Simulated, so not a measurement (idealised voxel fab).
Herein follows the process module entitled voxel trench capacitor.
Section shown: cut. Width: 200 nm. Cell size: 5 nm, square.
A cross-section in this document is a grid of square cells, and it is written down as bands, the top band listed before the ones below it; a band is made up of one or more rows of cells.
The band entry comprises the height of the band's top followed by the height of its bottom, expressed in nm, and subsequently the band's materials from left to right, each stated together with its width in nm. Where a single material is marked with the word "edge to edge", that material fills the band from edge to edge. The word "empty" represents empty space.
Measure heights from 0. That's the level where, below it, the as-received wafer is all one material. The lowest band is bottomless and extends downward; write it as in "0 -> down".
Note: "30->40" means the width goes from the first number (top row of the band) to the second number (bottom row) in equal steps per row of cells.
When a step is marked "nothing was modified", none of the cells in the cross-section changed during that step.
The label "Voids, sealed" introduces a list of the empty spaces, 8 cells or larger, that have no open way up to the top; each entry in it reads width x height at distance, where the distance is taken from the left edge and all three are stated in nm.
Past the settings on a step's line: simulator remark, on that step.
The optional step-line setting "overlay nm" applies to steps with a mask and quantifies how far to the right of its planned location the mask lay, a negative value indicating leftward placement.
[Process steps (planned)]
step 1: RECEIVE: material Si
step 2: CONFORMAL_DEP: material SiN, thk nm 5
step 3: PATTERN: tone open, mask id TRENCH, material resist, width nm 30, pitch nm 45, thk nm 15, overlay nm 0
step 4: DIRECTIONAL_ETCH: etch materials SiN, depth nm 5
step 5: DIRECTIONAL_ETCH: etch materials Si, depth nm 35
step 6: STRIP: etch materials resist
step 7: CONFORMAL_DEP: material Al2O3, thk nm 5
step 8: CONFORMAL_DEP: material TiN, thk nm 5
step 9: FILL_DEP: material W, thk nm 5
step 10: CMP: height nm 5
[Step 1 complete: cross-section of the wafer as received]
- 0 -> down  Si edge to edge
- Voids, sealed: none
[The plan above was carried out on the starting structure above with one mistake, and this cross-section shows the wafer at the end of the module]
- 5 -> 0  SiN 60 nm; TiN 5 nm; W 20 nm; TiN 5 nm; SiN 15 nm; TiN 5 nm; W 20 nm; TiN 5 nm; SiN 65 nm
- 0 -> -30  Si 60 nm; TiN 5 nm; W 20 nm; TiN 5 nm; Si 15 nm; TiN 5 nm; W 20 nm; TiN 5 nm; Si 65 nm
- -30 -> -35  Si 60 nm; TiN 30 nm; Si 15 nm; TiN 30 nm; Si 65 nm
- -35 -> down  Si edge to edge
- Voids, sealed: none
Where did the run depart from the plan? skipped: plan step 7 (never run)
